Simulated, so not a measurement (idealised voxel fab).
Proc. module: voxel ribs on slabs
This is section cut - it's 140 nm across, gridded in 5 nm square cells.
Format of a cross-section: grid, square cells. Given as bands. Order: top down. Band: one or more rows of cells. Top, bottom (nm), then materials left to right with widths (nm); lone material tagged "edge to edge" fills the whole band edge to edge; "empty" = empty space. Heights are expressed relative to 0, this being the level below which the as-received wafer comprises one material exclusively. The lowest band is unbounded in the downward direction and is denoted as in "from 0 down". Width: "30 to 40" (first number = top row, second number = bottom row, same change from row to row of cells). "no modifications" means the step left every cell of the cross-section as it was. Heads up: "Trapped cavities" only lists the empty pockets with no open path to the top that are 8 cells or more, and it writes them as width x height at distance, distance from the left edge, in nm. Step line, after settings: the simulator's comment on this step. "overlay nm", when on a step's line for a step with a mask, measures how far to the right of its planned place the mask lay; a negative measure means to the left.

Process steps foreseen in the plan:
1. RECEIVE with material Si
2. DIRECTIONAL_DEP with material SiO2, thk nm 20
3. DIRECTIONAL_DEP with material SiN, thk nm 15
4. DIRECTIONAL_DEP with material aC, thk nm 15
5. PATTERN with tone cover, mask id RIB, material resist, width nm 25, thk nm 35, overlay nm 0
6. DIRECTIONAL_ETCH with etch materials aC, depth nm 15
7. STRIP with etch materials resist
8. DIRECTIONAL_ETCH with etch materials SiN, depth nm 10
9. STRIP with etch materials aC
10. DIRECTIONAL_DEP with material aC, thk nm 10
11. PATTERN with tone cover, mask id SLAB, material resist, width nm 75, thk nm 30, overlay nm 0
12. DIRECTIONAL_ETCH with etch materials aC, depth nm 10
13. STRIP with etch materials resist
14. DIRECTIONAL_ETCH with etch materials SiN, depth nm 5
15. STRIP with etch materials aC
16. FILL_DEP with material SiO2, thk nm 20
17. CMP with height nm 50
18. DIRECTIONAL_DEP with material W, thk nm 10
19. MASKED_ETCH with tone cover, mask id HEATER, width nm 35, etch materials W, depth nm 10, overlay nm 0
20. CONFORMAL_DEP with material SiO2, thk nm 10

What follows covers the first of two wafers; it ran as planned:

Step 1 complete: cross-section of the wafer as received:
from 0 down = Si edge to edge
Trapped cavities: none

Step 2 complete: cross-section through the wafer:
from 20 to 0 = SiO2 edge to edge
Lower than 0, everything is as it was.

Step 3 complete: cross-section through the wafer:
from 35 to 20 = SiN edge to edge
Lower than 20, everything is as it was.

Step 4 complete: cross-section through the wafer:
from 50 to 35 = aC edge to edge
Lower than 35, everything is as it was.

Step 5 complete: cross-section through the wafer:
from 85 to 50 = 55 empty | 25 resist | 60 empty
Lower than 50, everything is as it was.

Step 6 complete: cross-section through the wafer:
from 70 to 50 = 55 empty | 25 resist | 60 empty
from 50 to 35 = 55 empty | 25 aC | 60 empty
Lower than 35, everything is as it was.

Step 7 complete: cross-section through the wafer:
from 50 to 35 = 55 empty | 25 aC | 60 empty
Lower than 35, everything is as it was.

Step 8 complete: cross-section through the wafer:
from 50 to 35 = 55 empty | 25 aC | 60 empty
from 35 to 25 = 55 empty | 25 SiN | 60 empty
Lower than 25, everything is as it was.

Step 9 complete: cross-section through the wafer:
from 35 to 25 = 55 empty | 25 SiN | 60 empty
Lower than 25, everything is as it was.

Step 10 complete: cross-section through the wafer:
from 45 to 35 = 55 empty | 25 aC | 60 empty
from 35 to 25 = 55 aC | 25 SiN | 60 aC
Lower than 25, everything is as it was.

Step 11 complete: cross-section through the wafer:
from 75 to 45 = 30 empty | 75 resist | 35 empty
from 45 to 35 = 30 empty | 25 resist | 25 aC | 25 resist | 35 empty
Lower than 35, everything is as it was.

Step 12 complete: cross-section through the wafer:
from 65 to 45 = 30 empty | 75 resist | 35 empty
from 45 to 35 = 30 empty | 25 resist | 25 aC | 25 resist | 35 empty
from 35 to 25 = 30 empty | 25 aC | 25 SiN | 25 aC | 35 empty
Lower than 25, everything is as it was.

Step 13 complete: cross-section through the wafer:
from 45 to 35 = 55 empty | 25 aC | 60 empty
Lower than 35, everything is as it was.

Step 14 complete: cross-section through the wafer:
from 45 to 35 = 55 empty | 25 aC | 60 empty
from 35 to 25 = 30 empty | 25 aC | 25 SiN | 25 aC | 35 empty
from 25 to 20 = 30 empty | 75 SiN | 35 empty
Lower than 20, everything is as it was.

Step 15 complete: cross-section through the wafer:
from 35 to 25 = 55 empty | 25 SiN | 60 empty
Lower than 25, everything is as it was.

Step 16 complete: cross-section through the wafer:
from 55 to 35 = SiO2 edge to edge
from 35 to 25 = 55 SiO2 | 25 SiN | 60 SiO2
from 25 to 20 = 30 SiO2 | 75 SiN | 35 SiO2
Lower than 20, everything is as it was.

Step 17 complete: cross-section through the wafer:
from 50 to 35 = SiO2 edge to edge
Lower than 35, everything is as it was.

Step 18 complete: cross-section through the wafer:
from 60 to 50 = W edge to edge
Lower than 50, everything is as it was.

Step 19 complete: cross-section through the wafer:
from 60 to 50 = 50 empty | 35 W | 55 empty
Lower than 50, everything is as it was.

Step 20 complete: cross-section through the wafer:
from 70 to 60 = 40 empty | 55 SiO2 | 45 empty
from 60 to 50 = 50 SiO2 | 35 W | 55 SiO2
Lower than 50, everything is as it was.

Second of two: same start, same plan, one run error; steps up to and including 10 match the first:

Cross-section of the second wafer when, according to plan, step 11 should have finished:
from 75 to 45 = 35 empty | 65 resist | 40 empty
from 45 to 35 = 35 empty | 20 resist | 25 aC | 20 resist | 40 empty
Lower than 35, everything is as it was.

Cross-section of the second wafer when, according to plan, step 12 should have finished:
from 65 to 45 = 35 empty | 65 resist | 40 empty
from 45 to 35 = 35 empty | 20 resist | 25 aC | 20 resist | 40 empty
from 35 to 25 = 35 empty | 20 aC | 25 SiN | 20 aC | 40 empty
Lower than 25, everything is as it was.

Cross-section of the second wafer when, according to plan, step 13 should have finished:
from 45 to 35 = 55 empty | 25 aC | 60 empty
Lower than 35, everything is as it was.

Cross-section of the second wafer when, according to plan, step 14 should have finished:
from 45 to 35 = 55 empty | 25 aC | 60 empty
from 35 to 25 = 35 empty | 20 aC | 25 SiN | 20 aC | 40 empty
from 25 to 20 = 35 empty | 65 SiN | 40 empty
Lower than 20, everything is as it was.

Cross-section of the second wafer when, according to plan, step 15 should have finished:
from 35 to 25 = 55 empty | 25 SiN | 60 empty
Lower than 25, everything is as it was.

Cross-section of the second wafer when, according to plan, step 16 should have finished:
from 55 to 35 = SiO2 edge to edge
from 35 to 25 = 55 SiO2 | 25 SiN | 60 SiO2
from 25 to 20 = 35 SiO2 | 65 SiN | 40 SiO2
Lower than 20, everything is as it was.

Cross-section of the second wafer when, according to plan, step 17 should have finished:
from 50 to 35 = SiO2 edge to edge
Lower than 35, everything is as it was.

Cross-section of the second wafer when, according to plan, step 18 should have finished:
from 60 to 50 = W edge to edge
Lower than 50, everything is as it was.

Cross-section of the second wafer when, according to plan, step 19 should have finished:
from 60 to 50 = 50 empty | 35 W | 55 empty
Lower than 50, everything is as it was.

Cross-section of the second wafer when, according to plan, step 20 should have finished:
from 70 to 60 = 40 empty | 55 SiO2 | 45 empty
from 60 to 50 = 50 SiO2 | 35 W | 55 SiO2
Lower than 50, everything is as it was.
Against the plan, the run slipped here: step 11 went in with a setting other than planned; the actual run was PATTERN with tone cover, mask id SLAB, material resist, width nm 65, thk nm 30, overlay nm 0
The second wafer ends with more or fewer cells of some materials than the first, per final count: 2 fewer of SiN; 2 more of SiO2
